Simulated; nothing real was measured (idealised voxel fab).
This section sets out a process module, namely voxel transistor to metal.
Square cells of 5 nm make up the cross-section cut, whose width is 190 nm.
We lay out every cross-section as a grid of square cells and spell it out in bands from the top down, where one band means one or more rows of cells. Heads up on the band format: heights come first, top then bottom, in nm. After that it's the materials left to right, each with its width in nm. A single material flagged "throughout" fills the whole band edge to edge, and "blank" means there's empty space there. Basically, 0 is our baseline, since under it the wafer straight out of the box is all one material. The bottom band has no lower end and keeps on going down, so it looks like "from 0 down". Quick explanation for "30->40": the width changes in equal steps down the rows of cells, from the first number in the band's top row to the second number in its bottom row. For the purposes of this document, the phrase "same as before" attached to a step denotes that no cell within the cross-section was modified by that step. For the entry "Voids, fully enclosed", the listed items are empty spaces with no open way to the top whose size is 8 cells or more; each item follows the pattern width x height at distance, where distance is from the left edge and all three are in nm. Text after the settings on a step's line: the simulator's own remark on that step. Among the settings permitted on a step's line is "overlay nm"; applied to a step with a mask, it specifies the extent to which the mask lay to the right of its planned position, whereas a negative figure signifies a position to the left.

THE STEPS PLANNED FOR THE PROCESS ARE AS FOLLOWS
1 RECEIVE [material Si]
2 OXIDIZE [depth nm 5]
3 CONFORMAL_DEP [material SiN] [thk nm 10]
4 PATTERN [tone cover] [mask id ACTIVE] [material resist] [width nm 120] [thk nm 20] [overlay nm 0]
5 DIRECTIONAL_ETCH [etch materials SiN] [depth nm 10]
6 DIRECTIONAL_ETCH [etch materials SiO2] [depth nm 5]
7 DIRECTIONAL_ETCH [etch materials Si] [depth nm 20]
8 STRIP [etch materials resist]
9 FILL_DEP [material SiO2] [thk nm 15]
10 CMP [height nm 10]
11 SELECTIVE_ETCH [etch materials SiO2] [depth nm 5]
12 STRIP [etch materials SiN]
13 SELECTIVE_ETCH [etch materials SiO2] [depth nm 5]
14 OXIDIZE [depth nm 5]
15 DIRECTIONAL_DEP [material polySi] [thk nm 20]
16 DIRECTIONAL_DEP [material SiCN] [thk nm 10]
17 DIRECTIONAL_DEP [material aC] [thk nm 15]
18 PATTERN [tone cover] [mask id GATE] [material resist] [width nm 30] [thk nm 30] [overlay nm 0]
19 DIRECTIONAL_ETCH [etch materials aC] [depth nm 15]
20 STRIP [etch materials resist]
21 DIRECTIONAL_ETCH [etch materials SiCN] [depth nm 20]
22 DIRECTIONAL_ETCH [etch materials polySi] [depth nm 30]
23 STRIP [etch materials aC]
24 CONFORMAL_DEP [material SiN] [thk nm 5]
25 DIRECTIONAL_ETCH [etch materials SiN] [depth nm 5]
26 DIRECTIONAL_ETCH [etch materials SiO2] [depth nm 5]
27 DIRECTIONAL_ETCH [etch materials Si] [depth nm 10]
28 EPI [material pSi] [thk nm 10]
29 FILL_DEP [material SiO2] [thk nm 5]
30 CMP [height nm 15]
31 STRIP [etch materials polySi]
32 SELECTIVE_ETCH [etch materials SiO2] [depth nm 5]
33 CONFORMAL_DEP [material HfO2] [thk nm 5]
34 CONFORMAL_DEP [material TiN] [thk nm 5]
35 FILL_DEP [material W] [thk nm 5]
36 CMP [height nm 10]
37 DIRECTIONAL_DEP [material SiO2] [thk nm 10]
38 PATTERN [tone open] [mask id CONTACT] [material resist] [width nm 15] [pitch nm 85] [thk nm 20] [overlay nm 0]
39 DIRECTIONAL_ETCH [etch materials SiO2] [depth nm 30]
40 STRIP [etch materials resist]
41 CONFORMAL_DEP [material TiN] [thk nm 5]
42 FILL_DEP [material W] [thk nm 5]
43 CMP [height nm 20]
44 CONFORMAL_DEP [material SiCN] [thk nm 5]
45 DIRECTIONAL_DEP [material SiO2] [thk nm 15]
46 PATTERN [tone open] [mask id METAL_1] [material resist] [width nm 15] [pitch nm 85] [thk nm 20] [overlay nm 0]
47 DIRECTIONAL_ETCH [etch materials SiO2] [depth nm 15]
48 DIRECTIONAL_ETCH [etch materials SiCN] [depth nm 5]
49 STRIP [etch materials resist]
50 CONFORMAL_DEP [material TiN] [thk nm 5]
51 FILL_DEP [material W] [thk nm 5]
52 CMP [height nm 40]
53 CONFORMAL_DEP [material SiCN] [thk nm 5]
54 DIRECTIONAL_DEP [material lowk] [thk nm 25]
55 DIRECTIONAL_DEP [material aC] [thk nm 15]
56 PATTERN [tone open] [mask id METAL_2] [material resist] [width nm 15] [pitch nm 85] [thk nm 30] [overlay nm 0]
57 DIRECTIONAL_ETCH [etch materials aC] [depth nm 15]
58 STRIP [etch materials resist]
59 DIRECTIONAL_ETCH [etch materials lowk] [depth nm 15]
60 STRIP [etch materials aC]
61 PATTERN [tone open] [mask id METAL_2_HOLES] [material resist] [width nm 15] [pitch nm 85] [thk nm 20] [overlay nm 0]
62 DIRECTIONAL_ETCH [etch materials lowk] [depth nm 10]
63 DIRECTIONAL_ETCH [etch materials SiCN] [depth nm 5]
64 STRIP [etch materials resist]
65 CONFORMAL_DEP [material TiN] [thk nm 5]
66 FILL_DEP [material Cu] [thk nm 10]
67 CMP [height nm 70]
68 CONFORMAL_DEP [material SiN] [thk nm 5]

DELIVERED WAFER IN CROSS-SECTION: STATE AFTER STEP 1
* from 0 down  Si throughout
* Voids, fully enclosed: none

CROSS-SECTION, FIRST OF TWO WAFERS, END OF MODULE, RUN AS PLANNED
* from 75 to 70  SiN throughout
* from 70 to 45  lowk 45 nm, TiN 5 nm, Cu 5 nm, TiN 5 nm, lowk 70 nm, TiN 5 nm, Cu 5 nm, TiN 5 nm, lowk 45 nm
* from 45 to 40  SiCN 45 nm, TiN 15 nm, SiCN 70 nm, TiN 15 nm, SiCN 45 nm
* from 40 to 25  SiO2 45 nm, TiN 5 nm, W 5 nm, TiN 5 nm, SiO2 70 nm, TiN 5 nm, W 5 nm, TiN 5 nm, SiO2 45 nm
* from 25 to 20  SiCN 45 nm, TiN 15 nm, SiCN 70 nm, TiN 15 nm, SiCN 45 nm
* from 20 to 10  SiO2 45 nm, TiN 5 nm, W 5 nm, TiN 5 nm, SiO2 70 nm, TiN 5 nm, W 5 nm, TiN 5 nm, SiO2 45 nm
* from 10 to 0  SiO2 45 nm, TiN 5 nm, W 5 nm, TiN 5 nm, SiO2 15 nm, SiN 5 nm, HfO2 5 nm, TiN 5 nm, W 10 nm, TiN 5 nm, HfO2 5 nm, SiN 5 nm, SiO2 15 nm, TiN 5 nm, W 5 nm, TiN 5 nm, SiO2 45 nm
* from 0 to -5  SiO2 30 nm, SiN 5 nm, SiO2 10 nm, TiN 5 nm, W 5 nm, TiN 5 nm, SiO2 5 nm, pSi 10 nm, SiN 5 nm, HfO2 5 nm, TiN 20 nm, HfO2 5 nm, SiN 5 nm, pSi 10 nm, SiO2 5 nm, TiN 5 nm, W 5 nm, TiN 5 nm, SiO2 10 nm, SiN 5 nm, SiO2 30 nm
* from -5 to -10  SiO2 45 nm, TiN 15 nm, SiO2 5 nm, pSi 10 nm, HfO2 40 nm, pSi 10 nm, SiO2 5 nm, TiN 15 nm, SiO2 45 nm
* from -10 to -20  SiO2 35 nm, pSi 40 nm, Si 40 nm, pSi 40 nm, SiO2 35 nm
* from -20 to -25  SiO2 35 nm, Si 120 nm, SiO2 35 nm
* from -25 down  Si throughout
* Voids, fully enclosed: none

SO THIS IS WAFER NUMBER TWO OF THE TWO, CUT AT THE END OF THE MODULE - IT STARTED WHERE THE FIRST DID AND HAD THE SAME PLAN, WE JUST GOT ONE THING WRONG RUNNING IT
* from 75 to 70  SiN throughout
* from 70 to 45  lowk 45 nm, TiN 5 nm, Cu 5 nm, TiN 5 nm, lowk 70 nm, TiN 5 nm, Cu 5 nm, TiN 5 nm, lowk 45 nm
* from 45 to 40  SiCN 45 nm, TiN 15 nm, SiCN 70 nm, TiN 15 nm, SiCN 45 nm
* from 40 to 25  SiO2 45 nm, TiN 5 nm, W 5 nm, TiN 5 nm, SiO2 70 nm, TiN 5 nm, W 5 nm, TiN 5 nm, SiO2 45 nm
* from 25 to 20  SiCN 45 nm, TiN 15 nm, SiCN 70 nm, TiN 15 nm, SiCN 45 nm
* from 20 to 10  SiO2 45 nm, TiN 5 nm, W 5 nm, TiN 5 nm, SiO2 70 nm, TiN 5 nm, W 5 nm, TiN 5 nm, SiO2 45 nm
* from 10 to 0  SiO2 45 nm, TiN 5 nm, W 5 nm, TiN 5 nm, SiO2 15 nm, SiN 5 nm, HfO2 5 nm, TiN 5 nm, W 10 nm, TiN 5 nm, HfO2 5 nm, SiN 5 nm, SiO2 15 nm, TiN 5 nm, W 5 nm, TiN 5 nm, SiO2 45 nm
* from 0 to -5  SiO2 25 nm, SiN 5 nm, SiO2 15 nm, TiN 15 nm, SiO2 5 nm, pSi 10 nm, SiN 5 nm, HfO2 5 nm, TiN 20 nm, HfO2 5 nm, SiN 5 nm, pSi 10 nm, SiO2 5 nm, TiN 15 nm, SiO2 15 nm, SiN 5 nm, SiO2 25 nm
* from -5 to -10  SiO2 25 nm, SiN 10 nm, pSi 15 nm, TiN 10 nm, SiO2 5 nm, pSi 10 nm, HfO2 40 nm, pSi 10 nm, SiO2 5 nm, TiN 10 nm, pSi 15 nm, SiN 10 nm, SiO2 25 nm
* from -10 to -15  SiO2 40 nm, pSi 35 nm, Si 40 nm, pSi 35 nm, SiO2 40 nm
* from -15 to -20  SiO2 35 nm, Si 5 nm, pSi 35 nm, Si 40 nm, pSi 35 nm, Si 5 nm, SiO2 35 nm
* from -20 to -25  SiO2 35 nm, Si 120 nm, SiO2 35 nm
* from -25 down  Si throughout
* Voids, fully enclosed: none
Run error: deviation from plan: step 12 and step 11 executed in one another's positions
The second wafer ends with more or fewer cells of some materials than the first, per final count: 2 more of Si | 4 more of SiN | 6 fewer of SiO2 | 2 fewer of W | 2 more of pSi
